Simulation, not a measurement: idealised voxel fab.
Name of the process module below: voxel fin reveal
This is section cut - it's 300 nm across, gridded in 5 nm square cells.
If you're reading a cross-section in this doc, picture square cells in a grid; it comes to you as bands, top ones listed first down to the bottom, and a band can be one or more rows of cells.
Band: top height; bottom height; in nm. Then, left to right: material with width in nm, for each material. "throughout": a single material spanning edge to edge. "empty": empty space.
Height reference: 0 = level under which incoming wafer is all one material. Lowest band: no bottom, runs on downward, e.g. "0..down".
It should be noted that a width expressed as "30..40" varies in equal increments from row to row of cells within the band, taking the value of the first number at the top row and that of the second number at the bottom row.
Any step labelled "no alteration" changed none of the cells in the cross-section.
Heads up: "Closed void table" only lists the empty pockets with no open path to the top that are 8 cells or more, and it writes them as width x height at distance, distance from the left edge, in nm.
Anything after a step's settings on that line? It's the simulator's own note about the step.
overlay nm: on a step with a mask, how far right of its planned place the mask lay; negative means left.
## List of planned process steps
1) RECEIVE [material Si]
2) CONFORMAL_DEP [material SiN] [thk nm 10]
3) PATTERN [tone cover] [mask id FINS] [material resist] [width nm 15] [pitch nm 35] [thk nm 20] [overlay nm 0]
4) DIRECTIONAL_ETCH [etch materials SiN] [depth nm 10]
5) DIRECTIONAL_ETCH [etch materials Si] [depth nm 35]
6) STRIP [etch materials resist]
7) OXIDIZE [depth nm 5]
8) FILL_DEP [material SiO2] [thk nm 15]
9) CMP [height nm 10]
10) SELECTIVE_ETCH [etch materials SiO2] [depth nm 25]
11) STRIP [etch materials SiN]
## So this is the incoming wafer in cross-section - it's already been through step 1
* 0..down | Si throughout
* Closed void table: none
## First wafer of two, sectioned at end of module; run went per plan
* 0..-15 | empty: 130; Si: 5; empty: 30; Si: 5; empty: 130
* -15..-40 | SiO2: 130; Si: 5; SiO2: 30; Si: 5; SiO2: 130
* -40..down | Si throughout
* Closed void table: none
## Same start, same plan as the first wafer - but one mistake in the run. Cross-section of the second of the two at the end of the module
* 0..-15 | empty: 130; Si: 10; empty: 25; Si: 10; empty: 125
* -15..-40 | SiO2: 130; Si: 10; SiO2: 25; Si: 10; SiO2: 125
* -40..down | Si throughout
* Closed void table: none
Finding, execution versus plan: step 3 ran with different settings than intended, the actual operation and settings being PATTERN [tone cover] [mask id FINS] [material resist] [width nm 20] [pitch nm 35] [thk nm 20] [overlay nm 0]
Materials where the second wafer ends with more or fewer cells than the first: Si +16, SiO2 -10
